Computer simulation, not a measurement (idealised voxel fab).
The process module presented herein is designated voxel wiring stack.
Xsec cut, 190 nm wide, square cell size 5 nm.
Heads up, the way a cross-section reads in here is a grid of square cells, handed over as bands from the top down, with every band being one or more rows of cells.
Within each band entry, the heights of the top and of the bottom of the band appear first, in that order and in nm; the materials of the band then follow from left to right, each with its corresponding width in nm. The designation "full width" on a single material indicates that it fills the band from edge to edge; the designation "blank" indicates empty space.
Height 0 is the level under which the wafer as received is all one material. The lowest band goes on downwards, as in "0 down".
When a width is written as two numbers, as in "30->40", the first number is the width in the top row of cells of the band and the second is the width in its bottom row, and the width changes by the same amount from each row to the next.
Given "changes: none" for a step, no cell of the cross-section differs between before and after that step.
Enclosed voids (no open way to top), threshold 8 cells or more, entry "Unvented cavities", notation width x height at distance, distance from left edge, nm.
Past the settings on a step's line: simulator remark, on that step.
The setting "overlay nm" may be written on the line of a step. When the step uses a mask, the value reports how far to the right of the planned place the mask lay, and a negative value reports that it lay to the left.

The process steps that were planned are listed below
1: RECEIVE with material Si
2: CONFORMAL_DEP with material SiO2, thk nm 15
3: CONFORMAL_DEP with material SiN, thk nm 5
4: DIRECTIONAL_DEP with material lowk, thk nm 25
5: PATTERN with tone open, mask id METAL_1, material resist, width nm 20, pitch nm 40, thk nm 15, overlay nm 0
6: DIRECTIONAL_ETCH with etch materials lowk, depth nm 25
7: DIRECTIONAL_ETCH with etch materials SiN, depth nm 5
8: STRIP with etch materials resist
9: CONFORMAL_DEP with material TiN, thk nm 5
10: FILL_DEP with material W, thk nm 10
11: CMP with height nm 45
12: EPI with material Ru, thk nm 5
13: FILL_DEP with material SiCN, thk nm 5
14: DIRECTIONAL_DEP with material lowk, thk nm 30
15: DIRECTIONAL_DEP with material aC, thk nm 10
16: PATTERN with tone open, mask id METAL_2, material resist, width nm 20, pitch nm 40, thk nm 25, overlay nm 0
17: DIRECTIONAL_ETCH with etch materials aC, depth nm 10
18: STRIP with etch materials resist
19: DIRECTIONAL_ETCH with etch materials lowk, depth nm 20
20: STRIP with etch materials aC
21: PATTERN with tone open, mask id METAL_2_HOLES, material resist, width nm 15, pitch nm 40, thk nm 20, overlay nm 0
22: DIRECTIONAL_ETCH with etch materials lowk, depth nm 10
23: DIRECTIONAL_ETCH with etch materials SiCN, depth nm 5
24: STRIP with etch materials resist
25: CONFORMAL_DEP with material TiN, thk nm 5
26: FILL_DEP with material Ru, thk nm 5
27: CMP with height nm 85
28: CONFORMAL_DEP with material SiCN, thk nm 5
29: DIRECTIONAL_DEP with material lowk, thk nm 15
30: DIRECTIONAL_DEP with material aC, thk nm 15
31: PATTERN with tone open, mask id PLUG_2, material resist, width nm 15, thk nm 30, overlay nm 0
32: DIRECTIONAL_ETCH with etch materials aC, depth nm 15
33: STRIP with etch materials resist
34: DIRECTIONAL_ETCH with etch materials lowk, depth nm 15
35: DIRECTIONAL_ETCH with etch materials SiCN, depth nm 5
36: STRIP with etch materials aC
37: CONFORMAL_DEP with material TiN, thk nm 5
38: FILL_DEP with material Cu, thk nm 5
39: CMP with height nm 105
40: CONFORMAL_DEP with material SiCN, thk nm 5
41: DIRECTIONAL_DEP with material SiO2, thk nm 15
42: PATTERN with tone open, mask id METAL_3, material resist, width nm 20, pitch nm 40, thk nm 20, overlay nm 0
43: DIRECTIONAL_ETCH with etch materials SiO2, depth nm 15
44: DIRECTIONAL_ETCH with etch materials SiCN, depth nm 5
45: STRIP with etch materials resist
46: CONFORMAL_DEP with material TiN, thk nm 5
47: FILL_DEP with material Cu, thk nm 10
48: CMP with height nm 125
49: CONFORMAL_DEP with material SiN, thk nm 5

Incoming wafer in cross-section (state: after step 1)
0 down: Si full width
Unvented cavities: none

This is how the wafer looks in cross-section once the module is done, given the starting state and plan above and one mistake in carrying the plan out
130 to 125: SiN full width
125 to 110: SiO2 (65), then TiN (5), then Cu (10), then TiN (5), then SiO2 (20), then TiN (5), then Cu (10), then TiN (5), then SiO2 (65)
110 to 105: SiCN (65), then TiN (20), then SiCN (20), then TiN (20), then SiCN (65)
105 to 90: lowk (65), then TiN (5), then Cu (5), then TiN (5), then lowk (110)
90 to 85: SiCN (65), then TiN (15), then SiCN (110)
85 to 70: lowk (65), then TiN (5), then Ru (10), then TiN (5), then lowk (20), then TiN (5), then Ru (10), then TiN (5), then lowk (65)
70 to 65: lowk (65), then TiN (5), then Ru (5), then TiN (10), then lowk (20), then TiN (5), then Ru (5), then TiN (10), then lowk (65)
65 to 55: lowk (65), then TiN (5), then Ru (5), then TiN (5), then lowk (25), then TiN (5), then Ru (5), then TiN (5), then lowk (70)
55 to 50: SiCN (65), then TiN (15), then SiCN (25), then TiN (15), then SiCN (70)
50 to 45: SiCN (60), then Ru (30), then SiCN (10), then Ru (30), then SiCN (60)
45 to 35: lowk (65), then TiN (5), then W (10), then TiN (5), then lowk (20), then TiN (5), then W (10), then TiN (5), then lowk (65)
35 to 30: SiN (65), then TiN (20), then SiN (20), then TiN (20), then SiN (65)
30 to 0: SiO2 full width
0 down: Si full width
Unvented cavities: none
What went wrong in running the wafer? step 2, plan: ran twice
